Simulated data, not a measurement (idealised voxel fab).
The process module presented herein is designated voxel trench capacitor.
This is section cut - it's 265 nm across, gridded in 5 nm square cells.
Cross-section layout: square cells on a grid; listed as bands, top to bottom; a band spans one or more cell rows. Band: top height; bottom height; in nm. Then, left to right: material with width in nm, for each material. "throughout": a single material spanning edge to edge. "air": empty space. Measure heights from 0. That's the level where, below it, the as-received wafer is all one material. The lowest band is bottomless and extends downward; write it as in "0 down". Graded width ("30 to 40"): value in top row of band = first number; value in bottom row = second number; row-to-row change constant. Take "no change occurred" at face value: in the step it is given for, the cross-section changed in none of its cells. Look at "Closed void list" for the closed voids: empty spaces with no open path to the top, sized 8 cells or up. Each is width x height at distance, distance from the left edge, all nm. Where a step's line continues beyond its settings, the continuation is a remark by the simulator itself on that step. overlay nm: mask offset rightward from planned place, masked step; negative means leftward offset.
LISTED BELOW ARE THE PROCESS STEPS AS PLANNED
- 1: RECEIVE with material Si
- 2: CONFORMAL_DEP with material SiN, thk nm 5
- 3: DIRECTIONAL_DEP with material aC, thk nm 15
- 4: PATTERN with tone open, mask id TRENCH, material resist, width nm 25, pitch nm 55, thk nm 35, overlay nm 0
- 5: DIRECTIONAL_ETCH with etch materials aC, depth nm 15
- 6: STRIP with etch materials resist
- 7: DIRECTIONAL_ETCH with etch materials SiN, depth nm 5
- 8: DIRECTIONAL_ETCH with etch materials Si, depth nm 40
- 9: STRIP with etch materials aC
- 10: CONFORMAL_DEP with material HfO2, thk nm 5
- 11: CONFORMAL_DEP with material TiN, thk nm 5
- 12: FILL_DEP with material W, thk nm 5
- 13: CMP with height nm 5
ON THE FIRST OF THE TWO WAFERS: RUN CONDUCTED ACCORDING TO PLAN
RECEIVED-STATE CROSS-SECTION, REFLECTING COMPLETION OF STEP 1
0 down: Si throughout
Closed void list: none
AFTER STEP 2
5 to 0: SiN throughout
Rest of section, below 0: as before.
AFTER STEP 3
20 to 5: aC throughout
Rest of section, below 5: as before.
AFTER STEP 4
55 to 20: resist (35), then air (25), then resist (30), then air (25), then resist (30), then air (25), then resist (30), then air (25), then resist (40)
Rest of section, below 20: as before.
AFTER STEP 5
40 to 20: resist (35), then air (25), then resist (30), then air (25), then resist (30), then air (25), then resist (30), then air (25), then resist (40)
20 to 5: aC (35), then air (25), then aC (30), then air (25), then aC (30), then air (25), then aC (30), then air (25), then aC (40)
Rest of section, below 5: as before.
AFTER STEP 6
20 to 5: aC (35), then air (25), then aC (30), then air (25), then aC (30), then air (25), then aC (30), then air (25), then aC (40)
Rest of section, below 5: as before.
AFTER STEP 7
20 to 5: aC (35), then air (25), then aC (30), then air (25), then aC (30), then air (25), then aC (30), then air (25), then aC (40)
5 to 0: SiN (35), then air (25), then SiN (30), then air (25), then SiN (30), then air (25), then SiN (30), then air (25), then SiN (40)
Rest of section, below 0: as before.
AFTER STEP 8
20 to 5: aC (35), then air (25), then aC (30), then air (25), then aC (30), then air (25), then aC (30), then air (25), then aC (40)
5 to 0: SiN (35), then air (25), then SiN (30), then air (25), then SiN (30), then air (25), then SiN (30), then air (25), then SiN (40)
0 to -40: Si (35), then air (25), then Si (30), then air (25), then Si (30), then air (25), then Si (30), then air (25), then Si (40)
Rest of section, below -40: as before.
AFTER STEP 9
5 to 0: SiN (35), then air (25), then SiN (30), then air (25), then SiN (30), then air (25), then SiN (30), then air (25), then SiN (40)
Rest of section, below 0: as before.
AFTER STEP 10
10 to 5: HfO2 (40), then air (15), then HfO2 (40), then air (15), then HfO2 (40), then air (15), then HfO2 (40), then air (15), then HfO2 (45)
5 to 0: SiN (35), then HfO2 (5), then air (15), then HfO2 (5), then SiN (30), then HfO2 (5), then air (15), then HfO2 (5), then SiN (30), then HfO2 (5), then air (15), then HfO2 (5), then SiN (30), then HfO2 (5), then air (15), then HfO2 (5), then SiN (40)
0 to -35: Si (35), then HfO2 (5), then air (15), then HfO2 (5), then Si (30), then HfO2 (5), then air (15), then HfO2 (5), then Si (30), then HfO2 (5), then air (15), then HfO2 (5), then Si (30), then HfO2 (5), then air (15), then HfO2 (5), then Si (40)
-35 to -40: Si (35), then HfO2 (25), then Si (30), then HfO2 (25), then Si (30), then HfO2 (25), then Si (30), then HfO2 (25), then Si (40)
Rest of section, below -40: as before.
AFTER STEP 11
15 to 10: TiN (45), then air (5), then TiN (50), then air (5), then TiN (50), then air (5), then TiN (50), then air (5), then TiN (50)
10 to 5: HfO2 (40), then TiN (5), then air (5), then TiN (5), then HfO2 (40), then TiN (5), then air (5), then TiN (5), then HfO2 (40), then TiN (5), then air (5), then TiN (5), then HfO2 (40), then TiN (5), then air (5), then TiN (5), then HfO2 (45)
5 to 0: SiN (35), then HfO2 (5), then TiN (5), then air (5), then TiN (5), then HfO2 (5), then SiN (30), then HfO2 (5), then TiN (5), then air (5), then TiN (5), then HfO2 (5), then SiN (30), then HfO2 (5), then TiN (5), then air (5), then TiN (5), then HfO2 (5), then SiN (30), then HfO2 (5), then TiN (5), then air (5), then TiN (5), then HfO2 (5), then SiN (40)
0 to -30: Si (35), then HfO2 (5), then TiN (5), then air (5), then TiN (5), then HfO2 (5), then Si (30), then HfO2 (5), then TiN (5), then air (5), then TiN (5), then HfO2 (5), then Si (30), then HfO2 (5), then TiN (5), then air (5), then TiN (5), then HfO2 (5), then Si (30), then HfO2 (5), then TiN (5), then air (5), then TiN (5), then HfO2 (5), then Si (40)
-30 to -35: Si (35), then HfO2 (5), then TiN (15), then HfO2 (5), then Si (30), then HfO2 (5), then TiN (15), then HfO2 (5), then Si (30), then HfO2 (5), then TiN (15), then HfO2 (5), then Si (30), then HfO2 (5), then TiN (15), then HfO2 (5), then Si (40)
Rest of section, below -35: as before.
AFTER STEP 12
20 to 15: W throughout
15 to 10: TiN (45), then W (5), then TiN (50), then W (5), then TiN (50), then W (5), then TiN (50), then W (5), then TiN (50)
10 to 5: HfO2 (40), then TiN (5), then W (5), then TiN (5), then HfO2 (40), then TiN (5), then W (5), then TiN (5), then HfO2 (40), then TiN (5), then W (5), then TiN (5), then HfO2 (40), then TiN (5), then W (5), then TiN (5), then HfO2 (45)
5 to 0: SiN (35), then HfO2 (5), then TiN (5), then W (5), then TiN (5), then HfO2 (5), then SiN (30), then HfO2 (5), then TiN (5), then W (5), then TiN (5), then HfO2 (5), then SiN (30), then HfO2 (5), then TiN (5), then W (5), then TiN (5), then HfO2 (5), then SiN (30), then HfO2 (5), then TiN (5), then W (5), then TiN (5), then HfO2 (5), then SiN (40)
0 to -30: Si (35), then HfO2 (5), then TiN (5), then W (5), then TiN (5), then HfO2 (5), then Si (30), then HfO2 (5), then TiN (5), then W (5), then TiN (5), then HfO2 (5), then Si (30), then HfO2 (5), then TiN (5), then W (5), then TiN (5), then HfO2 (5), then Si (30), then HfO2 (5), then TiN (5), then W (5), then TiN (5), then HfO2 (5), then Si (40)
Rest of section, below -30: as before.
AFTER STEP 13
5 to 0: SiN (35), then HfO2 (5), then TiN (5), then W (5), then TiN (5), then HfO2 (5), then SiN (30), then HfO2 (5), then TiN (5), then W (5), then TiN (5), then HfO2 (5), then SiN (30), then HfO2 (5), then TiN (5), then W (5), then TiN (5), then HfO2 (5), then SiN (30), then HfO2 (5), then TiN (5), then W (5), then TiN (5), then HfO2 (5), then SiN (40)
Rest of section, below 0: as before.
WAFER TWO. SAME START, SAME PLAN, ONE SLIP IN EXECUTION. SAME AS WAFER ONE THROUGH STEP 3, INCLUSIVE
CROSS-SECTION OF THE SECOND WAFER WHEN, ACCORDING TO PLAN, STEP 4 SHOULD HAVE FINISHED
55 to 20: air (35), then resist (25), then air (30), then resist (25), then air (30), then resist (25), then air (30), then resist (25), then air (40)
Rest of section, below 20: as before.
CROSS-SECTION OF THE SECOND WAFER WHEN, ACCORDING TO PLAN, STEP 5 SHOULD HAVE FINISHED
40 to 20: air (35), then resist (25), then air (30), then resist (25), then air (30), then resist (25), then air (30), then resist (25), then air (40)
20 to 5: air (35), then aC (25), then air (30), then aC (25), then air (30), then aC (25), then air (30), then aC (25), then air (40)
Rest of section, below 5: as before.
CROSS-SECTION OF THE SECOND WAFER WHEN, ACCORDING TO PLAN, STEP 6 SHOULD HAVE FINISHED
20 to 5: air (35), then aC (25), then air (30), then aC (25), then air (30), then aC (25), then air (30), then aC (25), then air (40)
Rest of section, below 5: as before.
CROSS-SECTION OF THE SECOND WAFER WHEN, ACCORDING TO PLAN, STEP 7 SHOULD HAVE FINISHED
20 to 5: air (35), then aC (25), then air (30), then aC (25), then air (30), then aC (25), then air (30), then aC (25), then air (40)
5 to 0: air (35), then SiN (25), then air (30), then SiN (25), then air (30), then SiN (25), then air (30), then SiN (25), then air (40)
Rest of section, below 0: as before.
CROSS-SECTION OF THE SECOND WAFER WHEN, ACCORDING TO PLAN, STEP 8 SHOULD HAVE FINISHED
20 to 5: air (35), then aC (25), then air (30), then aC (25), then air (30), then aC (25), then air (30), then aC (25), then air (40)
5 to 0: air (35), then SiN (25), then air (30), then SiN (25), then air (30), then SiN (25), then air (30), then SiN (25), then air (40)
0 to -40: air (35), then Si (25), then air (30), then Si (25), then air (30), then Si (25), then air (30), then Si (25), then air (40)
Rest of section, below -40: as before.
CROSS-SECTION OF THE SECOND WAFER WHEN, ACCORDING TO PLAN, STEP 9 SHOULD HAVE FINISHED
5 to 0: air (35), then SiN (25), then air (30), then SiN (25), then air (30), then SiN (25), then air (30), then SiN (25), then air (40)
Rest of section, below 0: as before.
CROSS-SECTION OF THE SECOND WAFER WHEN, ACCORDING TO PLAN, STEP 10 SHOULD HAVE FINISHED
10 to 5: air (30), then HfO2 (35), then air (20), then HfO2 (35), then air (20), then HfO2 (35), then air (20), then HfO2 (35), then air (35)
5 to 0: air (30), then HfO2 (5), then SiN (25), then HfO2 (5), then air (20), then HfO2 (5), then SiN (25), then HfO2 (5), then air (20), then HfO2 (5), then SiN (25), then HfO2 (5), then air (20), then HfO2 (5), then SiN (25), then HfO2 (5), then air (35)
0 to -35: air (30), then HfO2 (5), then Si (25), then HfO2 (5), then air (20), then HfO2 (5), then Si (25), then HfO2 (5), then air (20), then HfO2 (5), then Si (25), then HfO2 (5), then air (20), then HfO2 (5), then Si (25), then HfO2 (5), then air (35)
-35 to -40: HfO2 (35), then Si (25), then HfO2 (30), then Si (25), then HfO2 (30), then Si (25), then HfO2 (30), then Si (25), then HfO2 (40)
Rest of section, below -40: as before.
CROSS-SECTION OF THE SECOND WAFER WHEN, ACCORDING TO PLAN, STEP 11 SHOULD HAVE FINISHED
15 to 10: air (25), then TiN (45), then air (10), then TiN (45), then air (10), then TiN (45), then air (10), then TiN (45), then air (30)
10 to 5: air (25), then TiN (5), then HfO2 (35), then TiN (5), then air (10), then TiN (5), then HfO2 (35), then TiN (5), then air (10), then TiN (5), then HfO2 (35), then TiN (5), then air (10), then TiN (5), then HfO2 (35), then TiN (5), then air (30)
5 to 0: air (25), then TiN (5), then HfO2 (5), then SiN (25), then HfO2 (5), then TiN (5), then air (10), then TiN (5), then HfO2 (5), then SiN (25), then HfO2 (5), then TiN (5), then air (10), then TiN (5), then HfO2 (5), then SiN (25), then HfO2 (5), then TiN (5), then air (10), then TiN (5), then HfO2 (5), then SiN (25), then HfO2 (5), then TiN (5), then air (30)
0 to -30: air (25), then TiN (5), then HfO2 (5), then Si (25), then HfO2 (5), then TiN (5), then air (10), then TiN (5), then HfO2 (5), then Si (25), then HfO2 (5), then TiN (5), then air (10), then TiN (5), then HfO2 (5), then Si (25), then HfO2 (5), then TiN (5), then air (10), then TiN (5), then HfO2 (5), then Si (25), then HfO2 (5), then TiN (5), then air (30)
-30 to -35: TiN (30), then HfO2 (5), then Si (25), then HfO2 (5), then TiN (20), then HfO2 (5), then Si (25), then HfO2 (5), then TiN (20), then HfO2 (5), then Si (25), then HfO2 (5), then TiN (20), then HfO2 (5), then Si (25), then HfO2 (5), then TiN (35)
Rest of section, below -35: as before.
CROSS-SECTION OF THE SECOND WAFER WHEN, ACCORDING TO PLAN, STEP 12 SHOULD HAVE FINISHED
20 to 15: W throughout
15 to 10: W (25), then TiN (45), then W (10), then TiN (45), then W (10), then TiN (45), then W (10), then TiN (45), then W (30)
10 to 5: W (25), then TiN (5), then HfO2 (35), then TiN (5), then W (10), then TiN (5), then HfO2 (35), then TiN (5), then W (10), then TiN (5), then HfO2 (35), then TiN (5), then W (10), then TiN (5), then HfO2 (35), then TiN (5), then W (30)
5 to 0: W (25), then TiN (5), then HfO2 (5), then SiN (25), then HfO2 (5), then TiN (5), then W (10), then TiN (5), then HfO2 (5), then SiN (25), then HfO2 (5), then TiN (5), then W (10), then TiN (5), then HfO2 (5), then SiN (25), then HfO2 (5), then TiN (5), then W (10), then TiN (5), then HfO2 (5), then SiN (25), then HfO2 (5), then TiN (5), then W (30)
0 to -30: W (25), then TiN (5), then HfO2 (5), then Si (25), then HfO2 (5), then TiN (5), then W (10), then TiN (5), then HfO2 (5), then Si (25), then HfO2 (5), then TiN (5), then W (10), then TiN (5), then HfO2 (5), then Si (25), then HfO2 (5), then TiN (5), then W (10), then TiN (5), then HfO2 (5), then Si (25), then HfO2 (5), then TiN (5), then W (30)
Rest of section, below -30: as before.
CROSS-SECTION OF THE SECOND WAFER WHEN, ACCORDING TO PLAN, STEP 13 SHOULD HAVE FINISHED
5 to 0: W (25), then TiN (5), then HfO2 (5), then SiN (25), then HfO2 (5), then TiN (5), then W (10), then TiN (5), then HfO2 (5), then SiN (25), then HfO2 (5), then TiN (5), then W (10), then TiN (5), then HfO2 (5), then SiN (25), then HfO2 (5), then TiN (5), then W (10), then TiN (5), then HfO2 (5), then SiN (25), then HfO2 (5), then TiN (5), then W (30)
Rest of section, below 0: as before.
Processing error: step 4 deviated from plan and actually ran as PATTERN with tone cover, mask id TRENCH, material resist, width nm 25, pitch nm 55, thk nm 35, overlay nm 0
The closing comparison, in cells, has the second wafer with more or fewer of some materials than the first: HfO2: 13 more, Si: 104 fewer, SiN: 13 fewer, TiN: 13 more, W: 91 more
